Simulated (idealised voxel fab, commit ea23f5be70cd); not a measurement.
The process module that follows is named voxel self aligned contacts.
Square cells of 5 nm make up the cross-section cut, whose width is 145 nm.
This document writes a cross-section as a grid whose cells are square, and gives it as bands, listed from the top down; one or more rows of cells form a band. Per band: top height and bottom height in nm, followed by the left-to-right materials and their widths in nm; "edge to edge" marks a single material spanning edge to edge, "air" marks empty space. Height datum 0, below which the as-received substrate wafer is one material. Lowest band open at the bottom, running downward: "0..down". Per-row width for "30->40": begins at first number (top row of band), ends at second number (bottom row), increment between rows held constant. Basically "no modifications" means that step didn't change any cell in the cross-section. "Closed cavity list" contains a list of empty spaces, each no smaller than 8 cells and without an open way to the top, written in the form width x height at distance with the distance from the left edge and all three in nm. Past the settings on a step's line: simulator remark, on that step. The "overlay nm" setting may appear on a step's line; for a step that uses a mask, it gives how far to the right of its planned position the mask lay, and a negative value indicates the left. Read the rest as pairs. Take the cross-section before one process step, then the cross-section after it, which shows only down to the lowest band that changed. Under the pair, find the step between them and its settings. Bear in mind that pairs may come from different runs of this module on the same starting wafer: link a pair to the pair above it only where its entry headed "Prior to step" says to.
### Prior to step
0..down: Si edge to edge
Closed cavity list: none
### Post-Step Section View
5..0: SiO2 edge to edge
Everything below 0 is unchanged.
Closed cavity list: none
Intermediate step for the cross-sections above: CONFORMAL_DEP with material SiO2, thk nm 5
Prior to step: this step begins from the cross-section that the pair just above shows after its step.
### Post-Step Section View
35..5: polySi edge to edge
Everything below 5 is unchanged.
Closed cavity list: none
Intermediate step for the cross-sections above: DIRECTIONAL_DEP with material polySi, thk nm 30
Prior to step: this step begins from the cross-section that the pair just above shows after its step.
### Post-Step Section View
55..35: SiN edge to edge
Everything below 35 is unchanged.
Closed cavity list: none
Intermediate step for the cross-sections above: DIRECTIONAL_DEP with material SiN, thk nm 20
Prior to step: this step begins from the cross-section that the pair just above shows after its step.
### Post-Step Section View
70..55: aC edge to edge
Everything below 55 is unchanged.
Closed cavity list: none
Intermediate step for the cross-sections above: DIRECTIONAL_DEP with material aC, thk nm 15
Prior to step: this step begins from the cross-section that the pair just above shows after its step.
### Post-Step Section View
100..70: 30 nm air, then 30 nm resist, then 25 nm air, then 30 nm resist, then 30 nm air
Everything below 70 is unchanged.
Closed cavity list: none
Intermediate step for the cross-sections above: PATTERN with tone cover, mask id GATE, material resist, width nm 30, pitch nm 55, thk nm 30, overlay nm 0
Prior to step: this step begins from the cross-section that the pair just above shows after its step.
### Post-Step Section View
85..70: 30 nm air, then 30 nm resist, then 25 nm air, then 30 nm resist, then 30 nm air
70..55: 30 nm air, then 30 nm aC, then 25 nm air, then 30 nm aC, then 30 nm air
Everything below 55 is unchanged.
Closed cavity list: none
Intermediate step for the cross-sections above: DIRECTIONAL_ETCH with etch materials aC, depth nm 15
Prior to step: this step begins from the cross-section that the pair just above shows after its step.
### Post-Step Section View
70..55: 30 nm air, then 30 nm aC, then 25 nm air, then 30 nm aC, then 30 nm air
Everything below 55 is unchanged.
Closed cavity list: none
Intermediate step for the cross-sections above: STRIP with etch materials resist
Prior to step: this step begins from the cross-section that the pair just above shows after its step.
### Post-Step Section View
70..55: 30 nm air, then 30 nm aC, then 25 nm air, then 30 nm aC, then 30 nm air
55..35: 30 nm air, then 30 nm SiN, then 25 nm air, then 30 nm SiN, then 30 nm air
Everything below 35 is unchanged.
Closed cavity list: none
Intermediate step for the cross-sections above: DIRECTIONAL_ETCH with etch materials SiN, depth nm 20
Prior to step: this step begins from the cross-section that the pair just above shows after its step.
### Post-Step Section View
70..55: 30 nm air, then 30 nm aC, then 25 nm air, then 30 nm aC, then 30 nm air
55..35: 30 nm air, then 30 nm SiN, then 25 nm air, then 30 nm SiN, then 30 nm air
35..5: 30 nm air, then 30 nm polySi, then 25 nm air, then 30 nm polySi, then 30 nm air
Everything below 5 is unchanged.
Closed cavity list: none
Intermediate step for the cross-sections above: DIRECTIONAL_ETCH with etch materials polySi, depth nm 30
Prior to step: this step begins from the cross-section that the pair just above shows after its step.
### Post-Step Section View
55..35: 30 nm air, then 30 nm SiN, then 25 nm air, then 30 nm SiN, then 30 nm air
Everything below 35 is unchanged.
Closed cavity list: none
Intermediate step for the cross-sections above: STRIP with etch materials aC
Prior to step: this step begins from the cross-section that the pair just above shows after its step.
### Post-Step Section View
60..35: 25 nm air, then 40 nm SiN, then 15 nm air, then 40 nm SiN, then 25 nm air
35..10: 25 nm air, then 5 nm SiN, then 30 nm polySi, then 5 nm SiN, then 15 nm air, then 5 nm SiN, then 30 nm polySi, then 5 nm SiN, then 25 nm air
10..5: 30 nm SiN, then 30 nm polySi, then 25 nm SiN, then 30 nm polySi, then 30 nm SiN
Everything below 5 is unchanged.
Closed cavity list: none
Intermediate step for the cross-sections above: CONFORMAL_DEP with material SiN, thk nm 5
Prior to step: this step begins from the cross-section that the pair just above shows after its step.
### Post-Step Section View
55..35: 25 nm air, then 40 nm SiN, then 15 nm air, then 40 nm SiN, then 25 nm air
35..5: 25 nm air, then 5 nm SiN, then 30 nm polySi, then 5 nm SiN, then 15 nm air, then 5 nm SiN, then 30 nm polySi, then 5 nm SiN, then 25 nm air
Everything below 5 is unchanged.
Closed cavity list: none
Intermediate step for the cross-sections above: DIRECTIONAL_ETCH with etch materials SiN, depth nm 5
Prior to step: this step begins from the cross-section that the pair just above shows after its step.
### Post-Step Section View
65..55: SiO2 edge to edge
55..35: 25 nm SiO2, then 40 nm SiN, then 15 nm SiO2, then 40 nm SiN, then 25 nm SiO2
35..5: 25 nm SiO2, then 5 nm SiN, then 30 nm polySi, then 5 nm SiN, then 15 nm SiO2, then 5 nm SiN, then 30 nm polySi, then 5 nm SiN, then 25 nm SiO2
Everything below 5 is unchanged.
Closed cavity list: none
Intermediate step for the cross-sections above: FILL_DEP with material SiO2, thk nm 10
Prior to step: this step begins from the cross-section that the pair just above shows after its step.
### Post-Step Section View
60..55: SiO2 edge to edge
Everything below 55 is unchanged.
Closed cavity list: none
Intermediate step for the cross-sections above: CMP with height nm 60
Prior to step: this step begins from the cross-section that the pair just above shows after its step.
### Post-Step Section View
60..55: 55 nm SiO2, then 35 nm air, then 55 nm SiO2
55..35: 25 nm SiO2, then 40 nm SiN, then 15 nm air, then 40 nm SiN, then 25 nm SiO2
35..5: 25 nm SiO2, then 5 nm SiN, then 30 nm polySi, then 5 nm SiN, then 15 nm air, then 5 nm SiN, then 30 nm polySi, then 5 nm SiN, then 25 nm SiO2
5..0: 65 nm SiO2, then 15 nm air, then 65 nm SiO2
Everything below 0 is unchanged.
Closed cavity list: none
Intermediate step for the cross-sections above: MASKED_ETCH with tone open, mask id CONTACT, width nm 35, etch materials SiO2, depth nm 60, overlay nm 0
Prior to step: this step begins from the cross-section that the pair just above shows after its step.
### Post-Step Section View
65..60: 60 nm TiN, then 25 nm air, then 60 nm TiN
60..55: 55 nm SiO2, then 15 nm TiN, then 5 nm air, then 15 nm TiN, then 55 nm SiO2
55..35: 25 nm SiO2, then 40 nm SiN, then 5 nm TiN, then 5 nm air, then 5 nm TiN, then 40 nm SiN, then 25 nm SiO2
35..5: 25 nm SiO2, then 5 nm SiN, then 30 nm polySi, then 5 nm SiN, then 5 nm TiN, then 5 nm air, then 5 nm TiN, then 5 nm SiN, then 30 nm polySi, then 5 nm SiN, then 25 nm SiO2
5..0: 65 nm SiO2, then 15 nm TiN, then 65 nm SiO2
Everything below 0 is unchanged.
Closed cavity list: none
Intermediate step for the cross-sections above: CONFORMAL_DEP with material TiN, thk nm 5
Prior to step: this step begins from the cross-section that the pair just above shows after its step.
### Post-Step Section View
75..65: W edge to edge
65..60: 60 nm TiN, then 25 nm W, then 60 nm TiN
60..55: 55 nm SiO2, then 15 nm TiN, then 5 nm W, then 15 nm TiN, then 55 nm SiO2
55..35: 25 nm SiO2, then 40 nm SiN, then 5 nm TiN, then 5 nm W, then 5 nm TiN, then 40 nm SiN, then 25 nm SiO2
35..5: 25 nm SiO2, then 5 nm SiN, then 30 nm polySi, then 5 nm SiN, then 5 nm TiN, then 5 nm W, then 5 nm TiN, then 5 nm SiN, then 30 nm polySi, then 5 nm SiN, then 25 nm SiO2
Everything below 5 is unchanged.
Closed cavity list: none
Intermediate step for the cross-sections above: FILL_DEP with material W, thk nm 10
Prior to step: this step begins from the cross-section that the pair just above shows after its step.
### Post-Step Section View
60..55: 55 nm SiO2, then 15 nm TiN, then 5 nm W, then 15 nm TiN, then 55 nm SiO2
Everything below 55 is unchanged.
Closed cavity list: none
Intermediate step for the cross-sections above: CMP with height nm 60
Prior to step: this step begins from the cross-section that the pair just above shows after its step.
### Post-Step Section View
65..60: SiN edge to edge
Everything below 60 is unchanged.
Closed cavity list: none
Intermediate step for the cross-sections above: CONFORMAL_DEP with material SiN, thk nm 5
### Prior to step
75..65: W edge to edge
65..60: 60 nm TiN, then 25 nm W, then 60 nm TiN
60..55: 55 nm SiO2, then 15 nm TiN, then 5 nm W, then 15 nm TiN, then 55 nm SiO2
55..35: 25 nm SiO2, then 40 nm SiN, then 5 nm TiN, then 5 nm W, then 5 nm TiN, then 40 nm SiN, then 25 nm SiO2
35..5: 25 nm SiO2, then 5 nm SiN, then 30 nm polySi, then 5 nm SiN, then 5 nm TiN, then 5 nm W, then 5 nm TiN, then 5 nm SiN, then 30 nm polySi, then 5 nm SiN, then 25 nm SiO2
5..0: 65 nm SiO2, then 15 nm TiN, then 65 nm SiO2
0..down: Si edge to edge
Closed cavity list: none
### Post-Step Section View
80..75: SiN edge to edge
Everything below 75 is unchanged.
Closed cavity list: none
Intermediate step for the cross-sections above: CONFORMAL_DEP with material SiN, thk nm 5
### Prior to step
55..35: SiN edge to edge
35..5: polySi edge to edge
5..0: SiO2 edge to edge
0..down: Si edge to edge
Closed cavity list: none
### Post-Step Section View
75..35: SiN edge to edge
Everything below 35 is unchanged.
Closed cavity list: none
Intermediate step for the cross-sections above: DIRECTIONAL_DEP with material SiN, thk nm 20
Prior to step: this step begins from the cross-section that the pair just above shows after its step.
### Post-Step Section View
90..75: aC edge to edge
Everything below 75 is unchanged.
Closed cavity list: none
Intermediate step for the cross-sections above: DIRECTIONAL_DEP with material aC, thk nm 15
Prior to step: this step begins from the cross-section that the pair just above shows after its step.
### Post-Step Section View
120..90: 30 nm air, then 30 nm resist, then 25 nm air, then 30 nm resist, then 30 nm air
Everything below 90 is unchanged.
Closed cavity list: none
Intermediate step for the cross-sections above: PATTERN with tone cover, mask id GATE, material resist, width nm 30, pitch nm 55, thk nm 30, overlay nm 0
Prior to step: this step begins from the cross-section that the pair just above shows after its step.
### Post-Step Section View
105..90: 30 nm air, then 30 nm resist, then 25 nm air, then 30 nm resist, then 30 nm air
90..75: 30 nm air, then 30 nm aC, then 25 nm air, then 30 nm aC, then 30 nm air
Everything below 75 is unchanged.
Closed cavity list: none
Intermediate step for the cross-sections above: DIRECTIONAL_ETCH with etch materials aC, depth nm 15
Prior to step: this step begins from the cross-section that the pair just above shows after its step.
### Post-Step Section View
90..75: 30 nm air, then 30 nm aC, then 25 nm air, then 30 nm aC, then 30 nm air
Everything below 75 is unchanged.
Closed cavity list: none
Intermediate step for the cross-sections above: STRIP with etch materials resist
Prior to step: this step begins from the cross-section that the pair just above shows after its step.
### Post-Step Section View
90..75: 30 nm air, then 30 nm aC, then 25 nm air, then 30 nm aC, then 30 nm air
75..55: 30 nm air, then 30 nm SiN, then 25 nm air, then 30 nm SiN, then 30 nm air
Everything below 55 is unchanged.
Closed cavity list: none
Intermediate step for the cross-sections above: DIRECTIONAL_ETCH with etch materials SiN, depth nm 20
Prior to step: this step begins from the cross-section that the pair just above shows after its step.
### Post-Step Section View
75..55: 30 nm air, then 30 nm SiN, then 25 nm air, then 30 nm SiN, then 30 nm air
Everything below 55 is unchanged.
Closed cavity list: none
Intermediate step for the cross-sections above: STRIP with etch materials aC
Prior to step: this step begins from the cross-section that the pair just above shows after its step.
### Post-Step Section View
80..60: 25 nm air, then 40 nm SiN, then 15 nm air, then 40 nm SiN, then 25 nm air
60..35: SiN edge to edge
Everything below 35 is unchanged.
Closed cavity list: none
Intermediate step for the cross-sections above: CONFORMAL_DEP with material SiN, thk nm 5
Prior to step: this step begins from the cross-section that the pair just above shows after its step.
### Post-Step Section View
75..55: 25 nm air, then 40 nm SiN, then 15 nm air, then 40 nm SiN, then 25 nm air
Everything below 55 is unchanged.
Closed cavity list: none
Intermediate step for the cross-sections above: DIRECTIONAL_ETCH with etch materials SiN, depth nm 5
Prior to step: this step begins from the cross-section that the pair just above shows after its step.
### Post-Step Section View
85..75: SiO2 edge to edge
75..55: 25 nm SiO2, then 40 nm SiN, then 15 nm SiO2, then 40 nm SiN, then 25 nm SiO2
Everything below 55 is unchanged.
Closed cavity list: none
Intermediate step for the cross-sections above: FILL_DEP with material SiO2, thk nm 10
Prior to step: this step begins from the cross-section that the pair just above shows after its step.
### Post-Step Section View
60..55: 25 nm SiO2, then 40 nm SiN, then 15 nm SiO2, then 40 nm SiN, then 25 nm SiO2
Everything below 55 is unchanged.
Closed cavity list: none
Intermediate step for the cross-sections above: CMP with height nm 60
Prior to step: this step begins from the cross-section that the pair just above shows after its step.
### Post-Step Section View
60..55: 25 nm SiO2, then 40 nm SiN, then 15 nm air, then 40 nm SiN, then 25 nm SiO2
Everything below 55 is unchanged.
Closed cavity list: none
Intermediate step for the cross-sections above: MASKED_ETCH with tone open, mask id CONTACT, width nm 35, etch materials SiO2, depth nm 60, overlay nm 0
Prior to step: this step begins from the cross-section that the pair just above shows after its step.
### Post-Step Section View
65..60: 70 nm TiN, then 5 nm air, then 70 nm TiN
60..55: 25 nm SiO2, then 40 nm SiN, then 15 nm TiN, then 40 nm SiN, then 25 nm SiO2
Everything below 55 is unchanged.
Closed cavity list: none
Intermediate step for the cross-sections above: CONFORMAL_DEP with material TiN, thk nm 5
Prior to step: this step begins from the cross-section that the pair just above shows after its step.
### Post-Step Section View
75..65: W edge to edge
65..60: 70 nm TiN, then 5 nm W, then 70 nm TiN
Everything below 60 is unchanged.
Closed cavity list: none
Intermediate step for the cross-sections above: FILL_DEP with material W, thk nm 10
Prior to step: this step begins from the cross-section that the pair just above shows after its step.
### Post-Step Section View
60..55: 25 nm SiO2, then 40 nm SiN, then 15 nm TiN, then 40 nm SiN, then 25 nm SiO2
Everything below 55 is unchanged.
Closed cavity list: none
Intermediate step for the cross-sections above: CMP with height nm 60
Prior to step: this step begins from the cross-section that the pair just above shows after its step.
### Post-Step Section View
65..60: SiN edge to edge
Everything below 60 is unchanged.
Closed cavity list: none
Intermediate step for the cross-sections above: CONFORMAL_DEP with material SiN, thk nm 5
### Prior to step
55..35: 30 nm air, then 30 nm SiN, then 25 nm air, then 30 nm SiN, then 30 nm air
35..5: 30 nm air, then 30 nm polySi, then 25 nm air, then 30 nm polySi, then 30 nm air
5..0: SiO2 edge to edge
0..down: Si edge to edge
Closed cavity list: none
### Post-Step Section View
50..35: 30 nm air, then 30 nm SiN, then 25 nm air, then 30 nm SiN, then 30 nm air
Everything below 35 is unchanged.
Closed cavity list: none
Intermediate step for the cross-sections above: DIRECTIONAL_ETCH with etch materials SiN, depth nm 5
Prior to step: this step begins from the cross-section that the pair just above shows after its step.
### Post-Step Section View
55..35: 25 nm air, then 40 nm SiN, then 15 nm air, then 40 nm SiN, then 25 nm air
35..10: 25 nm air, then 5 nm SiN, then 30 nm polySi, then 5 nm SiN, then 15 nm air, then 5 nm SiN, then 30 nm polySi, then 5 nm SiN, then 25 nm air
10..5: 30 nm SiN, then 30 nm polySi, then 25 nm SiN, then 30 nm polySi, then 30 nm SiN
Everything below 5 is unchanged.
Closed cavity list: none
Intermediate step for the cross-sections above: CONFORMAL_DEP with material SiN, thk nm 5
Prior to step: this step begins from the cross-section that the pair just above shows after its step.
### Post-Step Section View
65..55: SiO2 edge to edge
55..35: 25 nm SiO2, then 40 nm SiN, then 15 nm SiO2, then 40 nm SiN, then 25 nm SiO2
35..10: 25 nm SiO2, then 5 nm SiN, then 30 nm polySi, then 5 nm SiN, then 15 nm SiO2, then 5 nm SiN, then 30 nm polySi, then 5 nm SiN, then 25 nm SiO2
Everything below 10 is unchanged.
Closed cavity list: none
Intermediate step for the cross-sections above: FILL_DEP with material SiO2, thk nm 10
Prior to step: this step begins from the cross-section that the pair just above shows after its step.
### Post-Step Section View
60..55: SiO2 edge to edge
Everything below 55 is unchanged.
Closed cavity list: none
Intermediate step for the cross-sections above: CMP with height nm 60
Prior to step: this step begins from the cross-section that the pair just above shows after its step.
### Post-Step Section View
60..55: 55 nm SiO2, then 35 nm air, then 55 nm SiO2
55..35: 25 nm SiO2, then 40 nm SiN, then 15 nm air, then 40 nm SiN, then 25 nm SiO2
35..10: 25 nm SiO2, then 5 nm SiN, then 30 nm polySi, then 5 nm SiN, then 15 nm air, then 5 nm SiN, then 30 nm polySi, then 5 nm SiN, then 25 nm SiO2
Everything below 10 is unchanged.
Closed cavity list: none
Intermediate step for the cross-sections above: MASKED_ETCH with tone open, mask id CONTACT, width nm 35, etch materials SiO2, depth nm 60, overlay nm 0
Prior to step: this step begins from the cross-section that the pair just above shows after its step.
### Post-Step Section View
65..60: 60 nm TiN, then 25 nm air, then 60 nm TiN
60..55: 55 nm SiO2, then 15 nm TiN, then 5 nm air, then 15 nm TiN, then 55 nm SiO2
55..35: 25 nm SiO2, then 40 nm SiN, then 5 nm TiN, then 5 nm air, then 5 nm TiN, then 40 nm SiN, then 25 nm SiO2
35..15: 25 nm SiO2, then 5 nm SiN, then 30 nm polySi, then 5 nm SiN, then 5 nm TiN, then 5 nm air, then 5 nm TiN, then 5 nm SiN, then 30 nm polySi, then 5 nm SiN, then 25 nm SiO2
15..10: 25 nm SiO2, then 5 nm SiN, then 30 nm polySi, then 5 nm SiN, then 15 nm TiN, then 5 nm SiN, then 30 nm polySi, then 5 nm SiN, then 25 nm SiO2
Everything below 10 is unchanged.
Closed cavity list: none
Intermediate step for the cross-sections above: CONFORMAL_DEP with material TiN, thk nm 5
Prior to step: this step begins from the cross-section that the pair just above shows after its step.
### Post-Step Section View
75..65: W edge to edge
65..60: 60 nm TiN, then 25 nm W, then 60 nm TiN
60..55: 55 nm SiO2, then 15 nm TiN, then 5 nm W, then 15 nm TiN, then 55 nm SiO2
55..35: 25 nm SiO2, then 40 nm SiN, then 5 nm TiN, then 5 nm W, then 5 nm TiN, then 40 nm SiN, then 25 nm SiO2
35..15: 25 nm SiO2, then 5 nm SiN, then 30 nm polySi, then 5 nm SiN, then 5 nm TiN, then 5 nm W, then 5 nm TiN, then 5 nm SiN, then 30 nm polySi, then 5 nm SiN, then 25 nm SiO2
Everything below 15 is unchanged.
Closed cavity list: none
Intermediate step for the cross-sections above: FILL_DEP with material W, thk nm 10
Prior to step: this step begins from the cross-section that the pair just above shows after its step.
### Post-Step Section View
60..55: 55 nm SiO2, then 15 nm TiN, then 5 nm W, then 15 nm TiN, then 55 nm SiO2
Everything below 55 is unchanged.
Closed cavity list: none
Intermediate step for the cross-sections above: CMP with height nm 60
Prior to step: this step begins from the cross-section that the pair just above shows after its step.
### Post-Step Section View
65..60: SiN edge to edge
Everything below 60 is unchanged.
Closed cavity list: none
Intermediate step for the cross-sections above: CONFORMAL_DEP with material SiN, thk nm 5
### Prior to step
75..65: W edge to edge
65..60: 60 nm TiN, then 25 nm W, then 60 nm TiN
60..55: 55 nm SiO2, then 15 nm TiN, then 5 nm W, then 15 nm TiN, then 55 nm SiO2
55..35: 25 nm SiO2, then 40 nm SiN, then 5 nm TiN, then 5 nm W, then 5 nm TiN, then 40 nm SiN, then 25 nm SiO2
35..5: 25 nm SiO2, then 5 nm SiN, then 30 nm polySi, then 5 nm SiN, then 5 nm TiN, then 5 nm W, then 5 nm TiN, then 5 nm SiN, then 30 nm polySi, then 5 nm SiN, then 25 nm SiO2
5..0: 65 nm SiO2, then 15 nm TiN, then 65 nm SiO2
0..down: Si edge to edge
Closed cavity list: none
### Post-Step Section View
55..35: 25 nm SiO2, then 40 nm SiN, then 5 nm TiN, then 5 nm W, then 5 nm TiN, then 40 nm SiN, then 25 nm SiO2
Everything below 35 is unchanged.
Closed cavity list: none
Intermediate step for the cross-sections above: CMP with height nm 55
Prior to step: this step begins from the cross-section that the pair just above shows after its step.
### Post-Step Section View
60..55: SiN edge to edge
Everything below 55 is unchanged.
Closed cavity list: none
Intermediate step for the cross-sections above: CONFORMAL_DEP with material SiN, thk nm 5
### Prior to step
60..55: SiO2 edge to edge
55..35: 25 nm SiO2, then 40 nm SiN, then 15 nm SiO2, then 40 nm SiN, then 25 nm SiO2
35..5: 25 nm SiO2, then 5 nm SiN, then 30 nm polySi, then 5 nm SiN, then 15 nm SiO2, then 5 nm SiN, then 30 nm polySi, then 5 nm SiN, then 25 nm SiO2
5..0: SiO2 edge to edge
0..down: Si edge to edge
Closed cavity list: none
### Post-Step Section View
60..55: 60 nm SiO2, then 25 nm air, then 60 nm SiO2
55..35: 25 nm SiO2, then 40 nm SiN, then 15 nm air, then 40 nm SiN, then 25 nm SiO2
35..5: 25 nm SiO2, then 5 nm SiN, then 30 nm polySi, then 5 nm SiN, then 15 nm air, then 5 nm SiN, then 30 nm polySi, then 5 nm SiN, then 25 nm SiO2
5..0: 65 nm SiO2, then 15 nm air, then 65 nm SiO2
Everything below 0 is unchanged.
Closed cavity list: none
Intermediate step for the cross-sections above: MASKED_ETCH with tone open, mask id CONTACT, width nm 25, etch materials SiO2, depth nm 60, overlay nm 0
Prior to step: this step begins from the cross-section that the pair just above shows after its step.
### Post-Step Section View
65..60: 65 nm TiN, then 15 nm air, then 65 nm TiN
60..55: 60 nm SiO2, then 10 nm TiN, then 5 nm air, then 10 nm TiN, then 60 nm SiO2
55..35: 25 nm SiO2, then 40 nm SiN, then 5 nm TiN, then 5 nm air, then 5 nm TiN, then 40 nm SiN, then 25 nm SiO2
35..5: 25 nm SiO2, then 5 nm SiN, then 30 nm polySi, then 5 nm SiN, then 5 nm TiN, then 5 nm air, then 5 nm TiN, then 5 nm SiN, then 30 nm polySi, then 5 nm SiN, then 25 nm SiO2
5..0: 65 nm SiO2, then 15 nm TiN, then 65 nm SiO2
Everything below 0 is unchanged.
Closed cavity list: none
Intermediate step for the cross-sections above: CONFORMAL_DEP with material TiN, thk nm 5
Prior to step: this step begins from the cross-section that the pair just above shows after its step.
### Post-Step Section View
75..65: W edge to edge
65..60: 65 nm TiN, then 15 nm W, then 65 nm TiN
60..55: 60 nm SiO2, then 10 nm TiN, then 5 nm W, then 10 nm TiN, then 60 nm SiO2
55..35: 25 nm SiO2, then 40 nm SiN, then 5 nm TiN, then 5 nm W, then 5 nm TiN, then 40 nm SiN, then 25 nm SiO2
35..5: 25 nm SiO2, then 5 nm SiN, then 30 nm polySi, then 5 nm SiN, then 5 nm TiN, then 5 nm W, then 5 nm TiN, then 5 nm SiN, then 30 nm polySi, then 5 nm SiN, then 25 nm SiO2
Everything below 5 is unchanged.
Closed cavity list: none
Intermediate step for the cross-sections above: FILL_DEP with material W, thk nm 10
Prior to step: this step begins from the cross-section that the pair just above shows after its step.
### Post-Step Section View
60..55: 60 nm SiO2, then 10 nm TiN, then 5 nm W, then 10 nm TiN, then 60 nm SiO2
Everything below 55 is unchanged.
Closed cavity list: none
Intermediate step for the cross-sections above: CMP with height nm 60
Prior to step: this step begins from the cross-section that the pair just above shows after its step.
### Post-Step Section View
65..60: SiN edge to edge
Everything below 60 is unchanged.
Closed cavity list: none
Intermediate step for the cross-sections above: CONFORMAL_DEP with material SiN, thk nm 5
### Prior to step
70..55: aC edge to edge
55..35: SiN edge to edge
35..5: polySi edge to edge
5..0: SiO2 edge to edge
0..down: Si edge to edge
Closed cavity list: none
### Post-Step Section View
100..70: 35 nm air, then 30 nm resist, then 25 nm air, then 30 nm resist, then 25 nm air
Everything below 70 is unchanged.
Closed cavity list: none
Intermediate step for the cross-sections above: PATTERN with tone cover, mask id GATE, material resist, width nm 30, pitch nm 55, thk nm 30, overlay nm 5
Prior to step: this step begins from the cross-section that the pair just above shows after its step.
### Post-Step Section View
85..70: 35 nm air, then 30 nm resist, then 25 nm air, then 30 nm resist, then 25 nm air
70..55: 35 nm air, then 30 nm aC, then 25 nm air, then 30 nm aC, then 25 nm air
Everything below 55 is unchanged.
Closed cavity list: none
Intermediate step for the cross-sections above: DIRECTIONAL_ETCH with etch materials aC, depth nm 15
Prior to step: this step begins from the cross-section that the pair just above shows after its step.
### Post-Step Section View
70..55: 35 nm air, then 30 nm aC, then 25 nm air, then 30 nm aC, then 25 nm air
Everything below 55 is unchanged.
Closed cavity list: none
Intermediate step for the cross-sections above: STRIP with etch materials resist
Prior to step: this step begins from the cross-section that the pair just above shows after its step.
### Post-Step Section View
70..55: 35 nm air, then 30 nm aC, then 25 nm air, then 30 nm aC, then 25 nm air
55..35: 35 nm air, then 30 nm SiN, then 25 nm air, then 30 nm SiN, then 25 nm air
Everything below 35 is unchanged.
Closed cavity list: none
Intermediate step for the cross-sections above: DIRECTIONAL_ETCH with etch materials SiN, depth nm 20
Prior to step: this step begins from the cross-section that the pair just above shows after its step.
### Post-Step Section View
70..55: 35 nm air, then 30 nm aC, then 25 nm air, then 30 nm aC, then 25 nm air
55..35: 35 nm air, then 30 nm SiN, then 25 nm air, then 30 nm SiN, then 25 nm air
35..5: 35 nm air, then 30 nm polySi, then 25 nm air, then 30 nm polySi, then 25 nm air
Everything below 5 is unchanged.
Closed cavity list: none
Intermediate step for the cross-sections above: DIRECTIONAL_ETCH with etch materials polySi, depth nm 30
Prior to step: this step begins from the cross-section that the pair just above shows after its step.
### Post-Step Section View
55..35: 35 nm air, then 30 nm SiN, then 25 nm air, then 30 nm SiN, then 25 nm air
Everything below 35 is unchanged.
Closed cavity list: none
Intermediate step for the cross-sections above: STRIP with etch materials aC
Prior to step: this step begins from the cross-section that the pair just above shows after its step.
### Post-Step Section View
60..35: 30 nm air, then 40 nm SiN, then 15 nm air, then 40 nm SiN, then 20 nm air
35..10: 30 nm air, then 5 nm SiN, then 30 nm polySi, then 5 nm SiN, then 15 nm air, then 5 nm SiN, then 30 nm polySi, then 5 nm SiN, then 20 nm air
10..5: 35 nm SiN, then 30 nm polySi, then 25 nm SiN, then 30 nm polySi, then 25 nm SiN
Everything below 5 is unchanged.
Closed cavity list: none
Intermediate step for the cross-sections above: CONFORMAL_DEP with material SiN, thk nm 5
Prior to step: this step begins from the cross-section that the pair just above shows after its step.
### Post-Step Section View
55..35: 30 nm air, then 40 nm SiN, then 15 nm air, then 40 nm SiN, then 20 nm air
35..5: 30 nm air, then 5 nm SiN, then 30 nm polySi, then 5 nm SiN, then 15 nm air, then 5 nm SiN, then 30 nm polySi, then 5 nm SiN, then 20 nm air
Everything below 5 is unchanged.
Closed cavity list: none
Intermediate step for the cross-sections above: DIRECTIONAL_ETCH with etch materials SiN, depth nm 5
Prior to step: this step begins from the cross-section that the pair just above shows after its step.
### Post-Step Section View
65..55: SiO2 edge to edge
55..35: 30 nm SiO2, then 40 nm SiN, then 15 nm SiO2, then 40 nm SiN, then 20 nm SiO2
35..5: 30 nm SiO2, then 5 nm SiN, then 30 nm polySi, then 5 nm SiN, then 15 nm SiO2, then 5 nm SiN, then 30 nm polySi, then 5 nm SiN, then 20 nm SiO2
Everything below 5 is unchanged.
Closed cavity list: none
Intermediate step for the cross-sections above: FILL_DEP with material SiO2, thk nm 10
Prior to step: this step begins from the cross-section that the pair just above shows after its step.
### Post-Step Section View
60..55: SiO2 edge to edge
Everything below 55 is unchanged.
Closed cavity list: none
Intermediate step for the cross-sections above: CMP with height nm 60
Prior to step: this step begins from the cross-section that the pair just above shows after its step.
### Post-Step Section View
60..55: 55 nm SiO2, then 35 nm air, then 55 nm SiO2
55..35: 30 nm SiO2, then 40 nm SiN, then 15 nm air, then 40 nm SiN, then 20 nm SiO2
35..5: 30 nm SiO2, then 5 nm SiN, then 30 nm polySi, then 5 nm SiN, then 15 nm air, then 5 nm SiN, then 30 nm polySi, then 5 nm SiN, then 20 nm SiO2
5..0: 70 nm SiO2, then 15 nm air, then 60 nm SiO2
Everything below 0 is unchanged.
Closed cavity list: none
Intermediate step for the cross-sections above: MASKED_ETCH with tone open, mask id CONTACT, width nm 35, etch materials SiO2, depth nm 60, overlay nm 0
Prior to step: this step begins from the cross-section that the pair just above shows after its step.
### Post-Step Section View
65..60: 60 nm TiN, then 25 nm air, then 60 nm TiN
60..55: 55 nm SiO2, then 20 nm TiN, then 5 nm air, then 10 nm TiN, then 55 nm SiO2
55..35: 30 nm SiO2, then 40 nm SiN, then 5 nm TiN, then 5 nm air, then 5 nm TiN, then 40 nm SiN, then 20 nm SiO2
35..5: 30 nm SiO2, then 5 nm SiN, then 30 nm polySi, then 5 nm SiN, then 5 nm TiN, then 5 nm air, then 5 nm TiN, then 5 nm SiN, then 30 nm polySi, then 5 nm SiN, then 20 nm SiO2
5..0: 70 nm SiO2, then 15 nm TiN, then 60 nm SiO2
Everything below 0 is unchanged.
Closed cavity list: none
Intermediate step for the cross-sections above: CONFORMAL_DEP with material TiN, thk nm 5
Prior to step: this step begins from the cross-section that the pair just above shows after its step.
### Post-Step Section View
75..65: W edge to edge
65..60: 60 nm TiN, then 25 nm W, then 60 nm TiN
60..55: 55 nm SiO2, then 20 nm TiN, then 5 nm W, then 10 nm TiN, then 55 nm SiO2
55..35: 30 nm SiO2, then 40 nm SiN, then 5 nm TiN, then 5 nm W, then 5 nm TiN, then 40 nm SiN, then 20 nm SiO2
35..5: 30 nm SiO2, then 5 nm SiN, then 30 nm polySi, then 5 nm SiN, then 5 nm TiN, then 5 nm W, then 5 nm TiN, then 5 nm SiN, then 30 nm polySi, then 5 nm SiN, then 20 nm SiO2
Everything below 5 is unchanged.
Closed cavity list: none
Intermediate step for the cross-sections above: FILL_DEP with material W, thk nm 10
Prior to step: this step begins from the cross-section that the pair just above shows after its step.
### Post-Step Section View
60..55: 55 nm SiO2, then 20 nm TiN, then 5 nm W, then 10 nm TiN, then 55 nm SiO2
Everything below 55 is unchanged.
Closed cavity list: none
Intermediate step for the cross-sections above: CMP with height nm 60
Prior to step: this step begins from the cross-section that the pair just above shows after its step.
### Post-Step Section View
65..60: SiN edge to edge
Everything below 60 is unchanged.
Closed cavity list: none
Intermediate step for the cross-sections above: CONFORMAL_DEP with material SiN, thk nm 5
